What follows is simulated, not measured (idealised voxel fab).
Process module name: voxel capacitor over wiring
Square cell edge 5 nm, section width 235 nm, ID cut.
In this document a cross-section is written as a grid of square cells. It is given as a series of bands, listed from the top down, and a band is one or more rows of cells.
What a band's entry tells you: where the top is and where the bottom is, as heights in nm, and after that what lies inside, material by material from left to right, each with its width in nm. Empty space is written as the word "blank", and a single material marked with the word "all across" occupies the band from edge to edge.
For the purposes of this specification, 0 denotes the height below which the wafer in its as-received condition is composed wholly of one material, and the lowermost band, lacking a lower limit, extends downward without end, as expressed in "0 nm and below".
Width: "30 to 40" (first number = top row, second number = bottom row, same change from row to row of cells).
"nothing altered" after a step means that no cell of the cross-section changed.
"Sealed voids" lists enclosed empty spaces (at least 8 cells, no open path upward to the top), each as width x height at distance from the left edge, in nm.
Read whatever lies past the settings on a step's line as the simulator's own remark about the step.
"overlay nm" answers the question of how far to the right of plan the mask lay on a step that has a mask, and when it is negative the answer is to the left.

PROCESS STEPS - PLAN
step 1: RECEIVE | material Si
step 2: CONFORMAL_DEP | material SiO2 | thk nm 15
step 3: DIRECTIONAL_DEP | material TiN | thk nm 5
step 4: DIRECTIONAL_DEP | material W | thk nm 20
step 5: DIRECTIONAL_DEP | material aC | thk nm 15
step 6: PATTERN | tone cover | mask id METAL_1 | material resist | width nm 25 | pitch nm 85 | thk nm 35 | overlay nm 0
step 7: DIRECTIONAL_ETCH | etch materials aC | depth nm 15
step 8: STRIP | etch materials resist
step 9: DIRECTIONAL_ETCH | etch materials W | depth nm 20
step 10: DIRECTIONAL_ETCH | etch materials TiN | depth nm 5
step 11: STRIP | etch materials aC
step 12: FILL_DEP | material SiO2 | thk nm 10
step 13: CMP | height nm 40
step 14: CONFORMAL_DEP | material SiCN | thk nm 5
step 15: DIRECTIONAL_DEP | material lowk | thk nm 15
step 16: MASKED_ETCH | tone open | mask id PLUG_1 | width nm 15 | etch materials lowk | depth nm 15 | overlay nm 0
step 17: MASKED_ETCH | tone open | mask id PLUG_1 | width nm 15 | etch materials SiCN | depth nm 5 | overlay nm 0
step 18: CONFORMAL_DEP | material TiN | thk nm 5
step 19: FILL_DEP | material Ru | thk nm 10
step 20: CMP | height nm 60
step 21: DIRECTIONAL_DEP | material TiN | thk nm 5
step 22: DIRECTIONAL_DEP | material SiN | thk nm 5
step 23: DIRECTIONAL_DEP | material TiN | thk nm 10
step 24: DIRECTIONAL_DEP | material aC | thk nm 10
step 25: PATTERN | tone cover | mask id UPPER_PLATE | material resist | width nm 65 | thk nm 25 | overlay nm 0
step 26: DIRECTIONAL_ETCH | etch materials aC | depth nm 10
step 27: STRIP | etch materials resist
step 28: DIRECTIONAL_ETCH | etch materials TiN | depth nm 10
step 29: DIRECTIONAL_ETCH | etch materials SiN | depth nm 5
step 30: STRIP | etch materials aC
step 31: DIRECTIONAL_DEP | material aC | thk nm 10
step 32: PATTERN | tone cover | mask id LOWER_PLATE | material resist | width nm 75 | thk nm 30 | overlay nm 0
step 33: DIRECTIONAL_ETCH | etch materials aC | depth nm 10
step 34: STRIP | etch materials resist
step 35: DIRECTIONAL_ETCH | etch materials TiN | depth nm 5
step 36: STRIP | etch materials aC
step 37: FILL_DEP | material SiO2 | thk nm 15
step 38: CMP | height nm 90
step 39: PATTERN | tone open | mask id PLUG_2 | material resist | width nm 15 | thk nm 20 | overlay nm 0
step 40: DIRECTIONAL_ETCH | etch materials SiO2 | depth nm 10
step 41: STRIP | etch materials resist
step 42: CONFORMAL_DEP | material TiN | thk nm 5
step 43: FILL_DEP | material Cu | thk nm 5
step 44: CMP | height nm 90
step 45: CONFORMAL_DEP | material SiN | thk nm 5

ON THE FIRST OF THE TWO WAFERS: RUN CONDUCTED ACCORDING TO PLAN

THE CROSS-SECTION HERE SHOWS THE WAFER AS RECEIVED, I.E. IN ITS STATE AFTER STEP 1
> 0 nm and below = Si all across
> Sealed voids: none

WAFER XSEC, POST STEP 2
> 15 nm to 0 nm = SiO2 all across
> Below a height of 0, the structure has not been altered.

WAFER XSEC, POST STEP 3
> 20 nm to 15 nm = TiN all across
> Below a height of 15, the structure has not been altered.

WAFER XSEC, POST STEP 4
> 40 nm to 20 nm = W all across
> Below a height of 20, the structure has not been altered.

WAFER XSEC, POST STEP 5
> 55 nm to 40 nm = aC all across
> Below a height of 40, the structure has not been altered.

WAFER XSEC, POST STEP 6
> 90 nm to 55 nm = 60 nm blank  25 nm resist  60 nm blank  25 nm resist  65 nm blank
> Below a height of 55, the structure has not been altered.

WAFER XSEC, POST STEP 7
> 75 nm to 55 nm = 60 nm blank  25 nm resist  60 nm blank  25 nm resist  65 nm blank
> 55 nm to 40 nm = 60 nm blank  25 nm aC  60 nm blank  25 nm aC  65 nm blank
> Below a height of 40, the structure has not been altered.

WAFER XSEC, POST STEP 8
> 55 nm to 40 nm = 60 nm blank  25 nm aC  60 nm blank  25 nm aC  65 nm blank
> Below a height of 40, the structure has not been altered.

WAFER XSEC, POST STEP 9
> 55 nm to 40 nm = 60 nm blank  25 nm aC  60 nm blank  25 nm aC  65 nm blank
> 40 nm to 20 nm = 60 nm blank  25 nm W  60 nm blank  25 nm W  65 nm blank
> Below a height of 20, the structure has not been altered.

WAFER XSEC, POST STEP 10
> 55 nm to 40 nm = 60 nm blank  25 nm aC  60 nm blank  25 nm aC  65 nm blank
> 40 nm to 20 nm = 60 nm blank  25 nm W  60 nm blank  25 nm W  65 nm blank
> 20 nm to 15 nm = 60 nm blank  25 nm TiN  60 nm blank  25 nm TiN  65 nm blank
> Below a height of 15, the structure has not been altered.

WAFER XSEC, POST STEP 11
> 40 nm to 20 nm = 60 nm blank  25 nm W  60 nm blank  25 nm W  65 nm blank
> Below a height of 20, the structure has not been altered.

WAFER XSEC, POST STEP 12
> 50 nm to 40 nm = SiO2 all across
> 40 nm to 20 nm = 60 nm SiO2  25 nm W  60 nm SiO2  25 nm W  65 nm SiO2
> 20 nm to 15 nm = 60 nm SiO2  25 nm TiN  60 nm SiO2  25 nm TiN  65 nm SiO2
> Below a height of 15, the structure has not been altered.

WAFER XSEC, POST STEP 13
> 40 nm to 20 nm = 60 nm SiO2  25 nm W  60 nm SiO2  25 nm W  65 nm SiO2
> Below a height of 20, the structure has not been altered.

WAFER XSEC, POST STEP 14
> 45 nm to 40 nm = SiCN all across
> Below a height of 40, the structure has not been altered.

WAFER XSEC, POST STEP 15
> 60 nm to 45 nm = lowk all across
> Below a height of 45, the structure has not been altered.

WAFER XSEC, POST STEP 16
> 60 nm to 45 nm = 70 nm lowk  15 nm blank  150 nm lowk
> Below a height of 45, the structure has not been altered.

WAFER XSEC, POST STEP 17
> 60 nm to 45 nm = 70 nm lowk  15 nm blank  150 nm lowk
> 45 nm to 40 nm = 70 nm SiCN  15 nm blank  150 nm SiCN
> Below a height of 40, the structure has not been altered.

WAFER XSEC, POST STEP 18
> 65 nm to 60 nm = 75 nm TiN  5 nm blank  155 nm TiN
> 60 nm to 45 nm = 70 nm lowk  5 nm TiN  5 nm blank  5 nm TiN  150 nm lowk
> 45 nm to 40 nm = 70 nm SiCN  15 nm TiN  150 nm SiCN
> Below a height of 40, the structure has not been altered.

WAFER XSEC, POST STEP 19
> 75 nm to 65 nm = Ru all across
> 65 nm to 60 nm = 75 nm TiN  5 nm Ru  155 nm TiN
> 60 nm to 45 nm = 70 nm lowk  5 nm TiN  5 nm Ru  5 nm TiN  150 nm lowk
> Below a height of 45, the structure has not been altered.

WAFER XSEC, POST STEP 20
> 60 nm to 45 nm = 70 nm lowk  5 nm TiN  5 nm Ru  5 nm TiN  150 nm lowk
> Below a height of 45, the structure has not been altered.

WAFER XSEC, POST STEP 21
> 65 nm to 60 nm = TiN all across
> Below a height of 60, the structure has not been altered.

WAFER XSEC, POST STEP 22
> 70 nm to 65 nm = SiN all across
> Below a height of 65, the structure has not been altered.

WAFER XSEC, POST STEP 23
> 80 nm to 70 nm = TiN all across
> Below a height of 70, the structure has not been altered.

WAFER XSEC, POST STEP 24
> 90 nm to 80 nm = aC all across
> Below a height of 80, the structure has not been altered.

WAFER XSEC, POST STEP 25
> 115 nm to 90 nm = 70 nm blank  65 nm resist  100 nm blank
> Below a height of 90, the structure has not been altered.

WAFER XSEC, POST STEP 26
> 105 nm to 90 nm = 70 nm blank  65 nm resist  100 nm blank
> 90 nm to 80 nm = 70 nm blank  65 nm aC  100 nm blank
> Below a height of 80, the structure has not been altered.

WAFER XSEC, POST STEP 27
> 90 nm to 80 nm = 70 nm blank  65 nm aC  100 nm blank
> Below a height of 80, the structure has not been altered.

WAFER XSEC, POST STEP 28
> 90 nm to 80 nm = 70 nm blank  65 nm aC  100 nm blank
> 80 nm to 70 nm = 70 nm blank  65 nm TiN  100 nm blank
> Below a height of 70, the structure has not been altered.

WAFER XSEC, POST STEP 29
> 90 nm to 80 nm = 70 nm blank  65 nm aC  100 nm blank
> 80 nm to 70 nm = 70 nm blank  65 nm TiN  100 nm blank
> 70 nm to 65 nm = 70 nm blank  65 nm SiN  100 nm blank
> Below a height of 65, the structure has not been altered.

WAFER XSEC, POST STEP 30
> 80 nm to 70 nm = 70 nm blank  65 nm TiN  100 nm blank
> Below a height of 70, the structure has not been altered.

WAFER XSEC, POST STEP 31
> 90 nm to 80 nm = 70 nm blank  65 nm aC  100 nm blank
> 80 nm to 75 nm = 70 nm blank  65 nm TiN  100 nm blank
> 75 nm to 70 nm = 70 nm aC  65 nm TiN  100 nm aC
> 70 nm to 65 nm = 70 nm aC  65 nm SiN  100 nm aC
> Below a height of 65, the structure has not been altered.

WAFER XSEC, POST STEP 32
> 120 nm to 90 nm = 65 nm blank  75 nm resist  95 nm blank
> 90 nm to 80 nm = 65 nm blank  5 nm resist  65 nm aC  5 nm resist  95 nm blank
> 80 nm to 75 nm = 65 nm blank  5 nm resist  65 nm TiN  5 nm resist  95 nm blank
> Below a height of 75, the structure has not been altered.

WAFER XSEC, POST STEP 33
> 110 nm to 90 nm = 65 nm blank  75 nm resist  95 nm blank
> 90 nm to 80 nm = 65 nm blank  5 nm resist  65 nm aC  5 nm resist  95 nm blank
> 80 nm to 75 nm = 65 nm blank  5 nm resist  65 nm TiN  5 nm resist  95 nm blank
> 75 nm to 70 nm = 65 nm blank  5 nm aC  65 nm TiN  5 nm aC  95 nm blank
> 70 nm to 65 nm = 65 nm blank  5 nm aC  65 nm SiN  5 nm aC  95 nm blank
> Below a height of 65, the structure has not been altered.

WAFER XSEC, POST STEP 34
> 90 nm to 80 nm = 70 nm blank  65 nm aC  100 nm blank
> 80 nm to 75 nm = 70 nm blank  65 nm TiN  100 nm blank
> Below a height of 75, the structure has not been altered.

WAFER XSEC, POST STEP 35
> 90 nm to 80 nm = 70 nm blank  65 nm aC  100 nm blank
> 80 nm to 75 nm = 70 nm blank  65 nm TiN  100 nm blank
> 75 nm to 70 nm = 65 nm blank  5 nm aC  65 nm TiN  5 nm aC  95 nm blank
> 70 nm to 65 nm = 65 nm blank  5 nm aC  65 nm SiN  5 nm aC  95 nm blank
> 65 nm to 60 nm = 65 nm blank  75 nm TiN  95 nm blank
> Below a height of 60, the structure has not been altered.

WAFER XSEC, POST STEP 36
> 80 nm to 70 nm = 70 nm blank  65 nm TiN  100 nm blank
> 70 nm to 65 nm = 70 nm blank  65 nm SiN  100 nm blank
> Below a height of 65, the structure has not been altered.

WAFER XSEC, POST STEP 37
> 95 nm to 80 nm = SiO2 all across
> 80 nm to 70 nm = 70 nm SiO2  65 nm TiN  100 nm SiO2
> 70 nm to 65 nm = 70 nm SiO2  65 nm SiN  100 nm SiO2
> 65 nm to 60 nm = 65 nm SiO2  75 nm TiN  95 nm SiO2
> Below a height of 60, the structure has not been altered.

WAFER XSEC, POST STEP 38
> 90 nm to 80 nm = SiO2 all across
> Below a height of 80, the structure has not been altered.

WAFER XSEC, POST STEP 39
> 110 nm to 90 nm = 80 nm resist  15 nm blank  140 nm resist
> Below a height of 90, the structure has not been altered.

WAFER XSEC, POST STEP 40
> 110 nm to 90 nm = 80 nm resist  15 nm blank  140 nm resist
> 90 nm to 80 nm = 80 nm SiO2  15 nm blank  140 nm SiO2
> Below a height of 80, the structure has not been altered.

WAFER XSEC, POST STEP 41
> 90 nm to 80 nm = 80 nm SiO2  15 nm blank  140 nm SiO2
> Below a height of 80, the structure has not been altered.

WAFER XSEC, POST STEP 42
> 95 nm to 90 nm = 85 nm TiN  5 nm blank  145 nm TiN
> 90 nm to 85 nm = 80 nm SiO2  5 nm TiN  5 nm blank  5 nm TiN  140 nm SiO2
> 85 nm to 80 nm = 80 nm SiO2  15 nm TiN  140 nm SiO2
> Below a height of 80, the structure has not been altered.

WAFER XSEC, POST STEP 43
> 100 nm to 95 nm = Cu all across
> 95 nm to 90 nm = 85 nm TiN  5 nm Cu  145 nm TiN
> 90 nm to 85 nm = 80 nm SiO2  5 nm TiN  5 nm Cu  5 nm TiN  140 nm SiO2
> Below a height of 85, the structure has not been altered.

WAFER XSEC, POST STEP 44
> 90 nm to 85 nm = 80 nm SiO2  5 nm TiN  5 nm Cu  5 nm TiN  140 nm SiO2
> Below a height of 85, the structure has not been altered.

WAFER XSEC, POST STEP 45
> 95 nm to 90 nm = SiN all across
> Below a height of 90, the structure has not been altered.

THE SECOND WAFER BEGAN EXACTLY AS THE FIRST DID AND FOLLOWED THE SAME PLAN, BUT ONE MISTAKE WAS MADE WHILE RUNNING IT; THROUGH STEP 2 INCLUSIVE, THE TWO WAFERS ARE IDENTICAL

Planned end of step 3: second wafer, cross-section: nothing altered

PLANNED END OF STEP 4: SECOND WAFER, CROSS-SECTION
> 35 nm to 15 nm = W all across
> Below a height of 15, the structure has not been altered.

PLANNED END OF STEP 5: SECOND WAFER, CROSS-SECTION
> 50 nm to 35 nm = aC all across
> Below a height of 35, the structure has not been altered.

PLANNED END OF STEP 6: SECOND WAFER, CROSS-SECTION
> 85 nm to 50 nm = 60 nm blank  25 nm resist  60 nm blank  25 nm resist  65 nm blank
> Below a height of 50, the structure has not been altered.

PLANNED END OF STEP 7: SECOND WAFER, CROSS-SECTION
> 70 nm to 50 nm = 60 nm blank  25 nm resist  60 nm blank  25 nm resist  65 nm blank
> 50 nm to 35 nm = 60 nm blank  25 nm aC  60 nm blank  25 nm aC  65 nm blank
> Below a height of 35, the structure has not been altered.

PLANNED END OF STEP 8: SECOND WAFER, CROSS-SECTION
> 50 nm to 35 nm = 60 nm blank  25 nm aC  60 nm blank  25 nm aC  65 nm blank
> Below a height of 35, the structure has not been altered.

PLANNED END OF STEP 9: SECOND WAFER, CROSS-SECTION
> 50 nm to 35 nm = 60 nm blank  25 nm aC  60 nm blank  25 nm aC  65 nm blank
> 35 nm to 15 nm = 60 nm blank  25 nm W  60 nm blank  25 nm W  65 nm blank
> Below a height of 15, the structure has not been altered.

Planned end of step 10: second wafer, cross-section: nothing altered

PLANNED END OF STEP 11: SECOND WAFER, CROSS-SECTION
> 35 nm to 15 nm = 60 nm blank  25 nm W  60 nm blank  25 nm W  65 nm blank
> Below a height of 15, the structure has not been altered.

PLANNED END OF STEP 12: SECOND WAFER, CROSS-SECTION
> 45 nm to 35 nm = SiO2 all across
> 35 nm to 15 nm = 60 nm SiO2  25 nm W  60 nm SiO2  25 nm W  65 nm SiO2
> Below a height of 15, the structure has not been altered.

PLANNED END OF STEP 13: SECOND WAFER, CROSS-SECTION
> 40 nm to 35 nm = SiO2 all across
> Below a height of 35, the structure has not been altered.

PLANNED END OF STEP 14: SECOND WAFER, CROSS-SECTION
> 45 nm to 40 nm = SiCN all across
> Below a height of 40, the structure has not been altered.

PLANNED END OF STEP 15: SECOND WAFER, CROSS-SECTION
> 60 nm to 45 nm = lowk all across
> Below a height of 45, the structure has not been altered.

PLANNED END OF STEP 16: SECOND WAFER, CROSS-SECTION
> 60 nm to 45 nm = 70 nm lowk  15 nm blank  150 nm lowk
> Below a height of 45, the structure has not been altered.

PLANNED END OF STEP 17: SECOND WAFER, CROSS-SECTION
> 60 nm to 45 nm = 70 nm lowk  15 nm blank  150 nm lowk
> 45 nm to 40 nm = 70 nm SiCN  15 nm blank  150 nm SiCN
> Below a height of 40, the structure has not been altered.

PLANNED END OF STEP 18: SECOND WAFER, CROSS-SECTION
> 65 nm to 60 nm = 75 nm TiN  5 nm blank  155 nm TiN
> 60 nm to 45 nm = 70 nm lowk  5 nm TiN  5 nm blank  5 nm TiN  150 nm lowk
> 45 nm to 40 nm = 70 nm SiCN  15 nm TiN  150 nm SiCN
> Below a height of 40, the structure has not been altered.

PLANNED END OF STEP 19: SECOND WAFER, CROSS-SECTION
> 75 nm to 65 nm = Ru all across
> 65 nm to 60 nm = 75 nm TiN  5 nm Ru  155 nm TiN
> 60 nm to 45 nm = 70 nm lowk  5 nm TiN  5 nm Ru  5 nm TiN  150 nm lowk
> Below a height of 45, the structure has not been altered.

PLANNED END OF STEP 20: SECOND WAFER, CROSS-SECTION
> 60 nm to 45 nm = 70 nm lowk  5 nm TiN  5 nm Ru  5 nm TiN  150 nm lowk
> Below a height of 45, the structure has not been altered.

PLANNED END OF STEP 21: SECOND WAFER, CROSS-SECTION
> 65 nm to 60 nm = TiN all across
> Below a height of 60, the structure has not been altered.

PLANNED END OF STEP 22: SECOND WAFER, CROSS-SECTION
> 70 nm to 65 nm = SiN all across
> Below a height of 65, the structure has not been altered.

PLANNED END OF STEP 23: SECOND WAFER, CROSS-SECTION
> 80 nm to 70 nm = TiN all across
> Below a height of 70, the structure has not been altered.

PLANNED END OF STEP 24: SECOND WAFER, CROSS-SECTION
> 90 nm to 80 nm = aC all across
> Below a height of 80, the structure has not been altered.

PLANNED END OF STEP 25: SECOND WAFER, CROSS-SECTION
> 115 nm to 90 nm = 70 nm blank  65 nm resist  100 nm blank
> Below a height of 90, the structure has not been altered.

PLANNED END OF STEP 26: SECOND WAFER, CROSS-SECTION
> 105 nm to 90 nm = 70 nm blank  65 nm resist  100 nm blank
> 90 nm to 80 nm = 70 nm blank  65 nm aC  100 nm blank
> Below a height of 80, the structure has not been altered.

PLANNED END OF STEP 27: SECOND WAFER, CROSS-SECTION
> 90 nm to 80 nm = 70 nm blank  65 nm aC  100 nm blank
> Below a height of 80, the structure has not been altered.

PLANNED END OF STEP 28: SECOND WAFER, CROSS-SECTION
> 90 nm to 80 nm = 70 nm blank  65 nm aC  100 nm blank
> 80 nm to 70 nm = 70 nm blank  65 nm TiN  100 nm blank
> Below a height of 70, the structure has not been altered.

PLANNED END OF STEP 29: SECOND WAFER, CROSS-SECTION
> 90 nm to 80 nm = 70 nm blank  65 nm aC  100 nm blank
> 80 nm to 70 nm = 70 nm blank  65 nm TiN  100 nm blank
> 70 nm to 65 nm = 70 nm blank  65 nm SiN  100 nm blank
> Below a height of 65, the structure has not been altered.

PLANNED END OF STEP 30: SECOND WAFER, CROSS-SECTION
> 80 nm to 70 nm = 70 nm blank  65 nm TiN  100 nm blank
> Below a height of 70, the structure has not been altered.

PLANNED END OF STEP 31: SECOND WAFER, CROSS-SECTION
> 90 nm to 80 nm = 70 nm blank  65 nm aC  100 nm blank
> 80 nm to 75 nm = 70 nm blank  65 nm TiN  100 nm blank
> 75 nm to 70 nm = 70 nm aC  65 nm TiN  100 nm aC
> 70 nm to 65 nm = 70 nm aC  65 nm SiN  100 nm aC
> Below a height of 65, the structure has not been altered.

PLANNED END OF STEP 32: SECOND WAFER, CROSS-SECTION
> 120 nm to 90 nm = 65 nm blank  75 nm resist  95 nm blank
> 90 nm to 80 nm = 65 nm blank  5 nm resist  65 nm aC  5 nm resist  95 nm blank
> 80 nm to 75 nm = 65 nm blank  5 nm resist  65 nm TiN  5 nm resist  95 nm blank
> Below a height of 75, the structure has not been altered.

PLANNED END OF STEP 33: SECOND WAFER, CROSS-SECTION
> 110 nm to 90 nm = 65 nm blank  75 nm resist  95 nm blank
> 90 nm to 80 nm = 65 nm blank  5 nm resist  65 nm aC  5 nm resist  95 nm blank
> 80 nm to 75 nm = 65 nm blank  5 nm resist  65 nm TiN  5 nm resist  95 nm blank
> 75 nm to 70 nm = 65 nm blank  5 nm aC  65 nm TiN  5 nm aC  95 nm blank
> 70 nm to 65 nm = 65 nm blank  5 nm aC  65 nm SiN  5 nm aC  95 nm blank
> Below a height of 65, the structure has not been altered.

PLANNED END OF STEP 34: SECOND WAFER, CROSS-SECTION
> 90 nm to 80 nm = 70 nm blank  65 nm aC  100 nm blank
> 80 nm to 75 nm = 70 nm blank  65 nm TiN  100 nm blank
> Below a height of 75, the structure has not been altered.

PLANNED END OF STEP 35: SECOND WAFER, CROSS-SECTION
> 90 nm to 80 nm = 70 nm blank  65 nm aC  100 nm blank
> 80 nm to 75 nm = 70 nm blank  65 nm TiN  100 nm blank
> 75 nm to 70 nm = 65 nm blank  5 nm aC  65 nm TiN  5 nm aC  95 nm blank
> 70 nm to 65 nm = 65 nm blank  5 nm aC  65 nm SiN  5 nm aC  95 nm blank
> 65 nm to 60 nm = 65 nm blank  75 nm TiN  95 nm blank
> Below a height of 60, the structure has not been altered.

PLANNED END OF STEP 36: SECOND WAFER, CROSS-SECTION
> 80 nm to 70 nm = 70 nm blank  65 nm TiN  100 nm blank
> 70 nm to 65 nm = 70 nm blank  65 nm SiN  100 nm blank
> Below a height of 65, the structure has not been altered.

PLANNED END OF STEP 37: SECOND WAFER, CROSS-SECTION
> 95 nm to 80 nm = SiO2 all across
> 80 nm to 70 nm = 70 nm SiO2  65 nm TiN  100 nm SiO2
> 70 nm to 65 nm = 70 nm SiO2  65 nm SiN  100 nm SiO2
> 65 nm to 60 nm = 65 nm SiO2  75 nm TiN  95 nm SiO2
> Below a height of 60, the structure has not been altered.

PLANNED END OF STEP 38: SECOND WAFER, CROSS-SECTION
> 90 nm to 80 nm = SiO2 all across
> Below a height of 80, the structure has not been altered.

PLANNED END OF STEP 39: SECOND WAFER, CROSS-SECTION
> 110 nm to 90 nm = 80 nm resist  15 nm blank  140 nm resist
> Below a height of 90, the structure has not been altered.

PLANNED END OF STEP 40: SECOND WAFER, CROSS-SECTION
> 110 nm to 90 nm = 80 nm resist  15 nm blank  140 nm resist
> 90 nm to 80 nm = 80 nm SiO2  15 nm blank  140 nm SiO2
> Below a height of 80, the structure has not been altered.

PLANNED END OF STEP 41: SECOND WAFER, CROSS-SECTION
> 90 nm to 80 nm = 80 nm SiO2  15 nm blank  140 nm SiO2
> Below a height of 80, the structure has not been altered.

PLANNED END OF STEP 42: SECOND WAFER, CROSS-SECTION
> 95 nm to 90 nm = 85 nm TiN  5 nm blank  145 nm TiN
> 90 nm to 85 nm = 80 nm SiO2  5 nm TiN  5 nm blank  5 nm TiN  140 nm SiO2
> 85 nm to 80 nm = 80 nm SiO2  15 nm TiN  140 nm SiO2
> Below a height of 80, the structure has not been altered.

PLANNED END OF STEP 43: SECOND WAFER, CROSS-SECTION
> 100 nm to 95 nm = Cu all across
> 95 nm to 90 nm = 85 nm TiN  5 nm Cu  145 nm TiN
> 90 nm to 85 nm = 80 nm SiO2  5 nm TiN  5 nm Cu  5 nm TiN  140 nm SiO2
> Below a height of 85, the structure has not been altered.

PLANNED END OF STEP 44: SECOND WAFER, CROSS-SECTION
> 90 nm to 85 nm = 80 nm SiO2  5 nm TiN  5 nm Cu  5 nm TiN  140 nm SiO2
> Below a height of 85, the structure has not been altered.

PLANNED END OF STEP 45: SECOND WAFER, CROSS-SECTION
> 95 nm to 90 nm = SiN all across
> Below a height of 90, the structure has not been altered.
Processing error: the run left out plan step 3 entirely, so it was never executed
Per the end-of-run cell counts, the second wafer holds more or fewer of some materials than the first: SiO2 +10; TiN -10
